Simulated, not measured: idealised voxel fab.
Title: Process Module voxel wiring stack
Section cut is 240 nm wide and gridded with 5 nm square cells.
A cross-section is a grid of square cells, given in bands from the top down. A band is one or more rows of cells. A band entry consists of two parts. The first gives the height of the band's top and the height of its bottom, in nm. The rest lists the band's materials from left to right, each with its width in nm. A single material labelled with the word "edge to edge" fills the band from edge to edge, and the word "air" marks empty space. Height datum 0, below which the as-received substrate wafer is one material. Lowest band open at the bottom, running downward: "0 nm and below". So if you see something like "30..40" for the width, read it as the top row of the band sitting at the first number and the bottom row at the second, with every row in between moving by the same amount as the last. The designation "no modification", where it is given for a processing step, indicates that no cell of the cross-section was altered in the course of that step. The label "Enclosed void catalog" introduces a list of the empty spaces, 8 cells or larger, that have no open way up to the top; each entry in it reads width x height at distance, where the distance is taken from the left edge and all three are stated in nm. That trailing text on a step's line, after the settings, is the simulator's own remark on the step. What "overlay nm" on a step's line means: if the step has a mask, that mask lay this far to the right of its planned place, or, when the value is negative, to the left.
-- The steps planned for the process are as follows
1,RECEIVE [material Si]
2,CONFORMAL_DEP [material SiO2] [thk nm 10]
3,CONFORMAL_DEP [material SiN] [thk nm 5]
4,DIRECTIONAL_DEP [material lowk] [thk nm 15]
5,MASKED_ETCH [tone open] [mask id METAL_1] [width nm 30] [pitch nm 45] [etch materials lowk] [depth nm 15] [overlay nm 0]
6,MASKED_ETCH [tone open] [mask id METAL_1] [width nm 30] [pitch nm 45] [etch materials SiN] [depth nm 5] [overlay nm 0]
7,CONFORMAL_DEP [material TiN] [thk nm 5]
8,FILL_DEP [material Cu] [thk nm 5]
9,CMP [height nm 30]
10,CONFORMAL_DEP [material SiCN] [thk nm 5]
11,DIRECTIONAL_DEP [material SiO2] [thk nm 10]
12,PATTERN [tone open] [mask id PLUG_1] [material resist] [width nm 15] [pitch nm 45] [thk nm 20] [overlay nm 0]
13,DIRECTIONAL_ETCH [etch materials SiO2] [depth nm 10]
14,DIRECTIONAL_ETCH [etch materials SiCN] [depth nm 5]
15,STRIP [etch materials resist]
16,CONFORMAL_DEP [material TiN] [thk nm 5]
17,FILL_DEP [material W] [thk nm 5]
18,CMP [height nm 45]
19,DIRECTIONAL_DEP [material TiN] [thk nm 5]
20,DIRECTIONAL_DEP [material W] [thk nm 15]
21,PATTERN [tone cover] [mask id METAL_2] [material resist] [width nm 30] [pitch nm 45] [thk nm 20] [overlay nm 0]
22,DIRECTIONAL_ETCH [etch materials W] [depth nm 15]
23,DIRECTIONAL_ETCH [etch materials TiN] [depth nm 5]
24,STRIP [etch materials resist]
25,FILL_DEP [material lowk] [thk nm 10]
26,CMP [height nm 65]
27,CONFORMAL_DEP [material SiCN] [thk nm 5]
28,DIRECTIONAL_DEP [material lowk] [thk nm 10]
29,PATTERN [tone open] [mask id PLUG_2] [material resist] [width nm 15] [pitch nm 90] [thk nm 15] [overlay nm 0]
30,DIRECTIONAL_ETCH [etch materials lowk] [depth nm 10]
31,DIRECTIONAL_ETCH [etch materials SiCN] [depth nm 5]
32,STRIP [etch materials resist]
33,EPI [material Ru] [thk nm 10]
34,EPI [material Ru] [thk nm 5]
35,CONFORMAL_DEP [material SiCN] [thk nm 5]
36,DIRECTIONAL_DEP [material SiO2] [thk nm 20]
37,MASKED_ETCH [tone open] [mask id METAL_3] [width nm 30] [pitch nm 45] [etch materials SiO2] [depth nm 20] [overlay nm 0]
38,MASKED_ETCH [tone open] [mask id METAL_3] [width nm 30] [pitch nm 45] [etch materials SiCN] [depth nm 5] [overlay nm 0]
39,CONFORMAL_DEP [material TiN] [thk nm 5]
40,FILL_DEP [material Cu] [thk nm 10]
41,CMP [height nm 105]
42,CONFORMAL_DEP [material SiCN] [thk nm 5]
43,DIRECTIONAL_DEP [material lowk] [thk nm 35]
44,MASKED_ETCH [tone open] [mask id METAL_4] [width nm 30] [pitch nm 45] [etch materials lowk] [depth nm 20] [overlay nm 0]
45,MASKED_ETCH [tone open] [mask id METAL_4_HOLES] [width nm 15] [pitch nm 45] [etch materials lowk] [depth nm 15] [overlay nm 0]
46,MASKED_ETCH [tone open] [mask id METAL_4_HOLES] [width nm 15] [pitch nm 45] [etch materials SiCN] [depth nm 5] [overlay nm 0]
47,CONFORMAL_DEP [material TiN] [thk nm 5]
48,FILL_DEP [material Cu] [thk nm 5]
49,CMP [height nm 145]
50,CONFORMAL_DEP [material SiN] [thk nm 5]
-- As-received state of the wafer in cross-section, equivalent to post-step 1
	0 nm and below = Si edge to edge
	Enclosed void catalog: none
-- As-planned run: cross-section of the first of two wafers at end of module
	150 nm to 145 nm = SiN edge to edge
	145 nm to 130 nm = lowk (60); TiN (5); Cu (20); TiN (5); lowk (15); TiN (5); Cu (20); TiN (5); lowk (15); TiN (5); Cu (20); TiN (5); lowk (60)
	130 nm to 125 nm = lowk (60); TiN (5); Cu (5); TiN (20); lowk (15); TiN (5); Cu (5); TiN (20); lowk (15); TiN (5); Cu (5); TiN (20); lowk (60)
	125 nm to 110 nm = lowk (60); TiN (5); Cu (5); TiN (5); lowk (30); TiN (5); Cu (5); TiN (5); lowk (30); TiN (5); Cu (5); TiN (5); lowk (75)
	110 nm to 105 nm = SiCN (60); TiN (15); SiCN (30); TiN (15); SiCN (30); TiN (15); SiCN (75)
	105 nm to 85 nm = SiO2 (60); TiN (5); Cu (20); TiN (5); SiO2 (15); TiN (5); Cu (20); TiN (5); SiO2 (15); TiN (5); Cu (20); TiN (5); SiO2 (60)
	85 nm to 80 nm = SiCN (60); TiN (30); SiCN (15); TiN (30); SiCN (15); TiN (30); SiCN (60)
	80 nm to 70 nm = lowk (60); Ru (15); lowk (75); Ru (15); lowk (75)
	70 nm to 65 nm = SiCN (60); Ru (15); SiCN (75); Ru (15); SiCN (75)
	65 nm to 50 nm = lowk (60); W (30); lowk (15); W (30); lowk (15); W (30); lowk (60)
	50 nm to 45 nm = lowk (60); TiN (30); lowk (15); TiN (30); lowk (15); TiN (30); lowk (60)
	45 nm to 35 nm = SiO2 (60); TiN (5); W (5); TiN (5); SiO2 (30); TiN (5); W (5); TiN (5); SiO2 (30); TiN (5); W (5); TiN (5); SiO2 (75)
	35 nm to 30 nm = SiCN (60); TiN (15); SiCN (30); TiN (15); SiCN (30); TiN (15); SiCN (75)
	30 nm to 15 nm = lowk (60); TiN (5); Cu (20); TiN (5); lowk (15); TiN (5); Cu (20); TiN (5); lowk (15); TiN (5); Cu (20); TiN (5); lowk (60)
	15 nm to 10 nm = SiN (60); TiN (30); SiN (15); TiN (30); SiN (15); TiN (30); SiN (60)
	10 nm to 0 nm = SiO2 edge to edge
	0 nm and below = Si edge to edge
	Enclosed void catalog: none
-- End-of-module cross-section of the second wafer: identical starting point and process plan to the first, with one processing mistake
	150 nm to 145 nm = SiN edge to edge
	145 nm to 130 nm = lowk (60); TiN (5); Cu (20); TiN (5); lowk (15); TiN (5); Cu (20); TiN (5); lowk (15); TiN (5); Cu (20); TiN (5); lowk (60)
	130 nm to 125 nm = lowk (60); TiN (5); Cu (5); TiN (20); lowk (15); TiN (5); Cu (5); TiN (20); lowk (15); TiN (5); Cu (5); TiN (20); lowk (60)
	125 nm to 110 nm = lowk (60); TiN (5); Cu (5); TiN (5); lowk (30); TiN (5); Cu (5); TiN (5); lowk (30); TiN (5); Cu (5); TiN (5); lowk (75)
	110 nm to 105 nm = SiCN (60); TiN (15); SiCN (30); TiN (15); SiCN (30); TiN (15); SiCN (75)
	105 nm to 90 nm = Cu (55); TiN (5); SiO2 (30); TiN (5); Cu (5); TiN (5); SiO2 (30); TiN (5); Cu (5); TiN (5); SiO2 (30); TiN (5); Cu (55)
	90 nm to 85 nm = TiN (60); SiO2 (30); TiN (15); SiO2 (30); TiN (15); SiO2 (30); TiN (60)
	85 nm to 80 nm = SiCN edge to edge
	80 nm to 70 nm = lowk (60); Ru (15); lowk (75); Ru (15); lowk (75)
	70 nm to 65 nm = SiCN (60); Ru (15); SiCN (75); Ru (15); SiCN (75)
	65 nm to 50 nm = lowk (60); W (30); lowk (15); W (30); lowk (15); W (30); lowk (60)
	50 nm to 45 nm = lowk (60); TiN (30); lowk (15); TiN (30); lowk (15); TiN (30); lowk (60)
	45 nm to 35 nm = SiO2 (60); TiN (5); W (5); TiN (5); SiO2 (30); TiN (5); W (5); TiN (5); SiO2 (30); TiN (5); W (5); TiN (5); SiO2 (75)
	35 nm to 30 nm = SiCN (60); TiN (15); SiCN (30); TiN (15); SiCN (30); TiN (15); SiCN (75)
	30 nm to 15 nm = lowk (60); TiN (5); Cu (20); TiN (5); lowk (15); TiN (5); Cu (20); TiN (5); lowk (15); TiN (5); Cu (20); TiN (5); lowk (60)
	15 nm to 10 nm = SiN (60); TiN (30); SiN (15); TiN (30); SiN (15); TiN (30); SiN (60)
	10 nm to 0 nm = SiO2 edge to edge
	0 nm and below = Si edge to edge
	Enclosed void catalog: none
What was done differently from what was planned? for step 37, the planned setting was not used; the step was instead run as MASKED_ETCH [tone cover] [mask id METAL_3] [width nm 30] [pitch nm 45] [etch materials SiO2] [depth nm 20] [overlay nm 0]
Final wafer comparison in cells, second versus first, more or fewer per material: Cu: 24 more | SiCN: 18 more | SiO2: 48 fewer | TiN: 6 more
